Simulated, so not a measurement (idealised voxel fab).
process module | voxel ribs on slabs
cross-section cut | 145 nm wide | cells 5 nm
A cross-section is a grid of square cells, given in bands from the top down. A band is one or more rows of cells.
Each band's line starts with the height of the band's top and of its bottom, in nm. Then come its materials from left to right, each with its width in nm. One material with "throughout" fills the band from edge to edge. "air" is empty space.
Height 0 is the level under which the wafer as received is all one material. The lowest band goes on downwards, as in "0 down".
A width such as "30 to 40" changes by the same amount from each row of cells to the next, from the band's top row to its bottom row.
"no change" after a step means that no cell of the cross-section changed.
closed voids: empty space of 8 cells or more with no open way to the top, each as width x height at its distance from the left edge, in nm
after a step's settings: what the simulator itself notes on the step
overlay nm, on a step with a mask: how far to the right of its planned place the mask lay; to the left if negative
plan
1 op RECEIVE | material Si
2 op DIRECTIONAL_DEP | material SiO2 | thk nm 25
3 op DIRECTIONAL_DEP | material polySi | thk nm 25
4 op PATTERN | tone cover | mask id RIB | material resist | width nm 20 | thk nm 15 | overlay nm 0
5 op DIRECTIONAL_ETCH | etch materials polySi | depth nm 15
6 op STRIP | etch materials resist
7 op MASKED_ETCH | tone cover | mask id SLAB | width nm 80 | etch materials polySi | depth nm 10 | overlay nm 0
8 op FILL_DEP | material SiO2 | thk nm 15
9 op CMP | height nm 60
10 op DIRECTIONAL_DEP | material TiN | thk nm 5
11 op PATTERN | tone cover | mask id HEATER | material resist | width nm 30 | thk nm 20 | overlay nm 0
12 op DIRECTIONAL_ETCH | etch materials TiN | depth nm 5
13 op STRIP | etch materials resist
14 op CONFORMAL_DEP | material SiN | thk nm 5
as received, after step 1
  0 down: Si throughout
  closed voids: none
a wafer at the end: this start, this plan, one mistake
  70 to 65: SiN 60 | air 20 | SiN 65
  65 to 60: TiN 55 | SiN 30 | TiN 60
  60 to 50: SiO2 throughout
  50 to 35: SiO2 60 | polySi 20 | SiO2 65
  35 to 25: SiO2 30 | polySi 80 | SiO2 35
  25 to 0: SiO2 throughout
  0 down: Si throughout
  closed voids: none
what went wrong: step 11 ran as: op PATTERN | tone open | mask id HEATER | material resist | width nm 30 | thk nm 20 | overlay nm 0
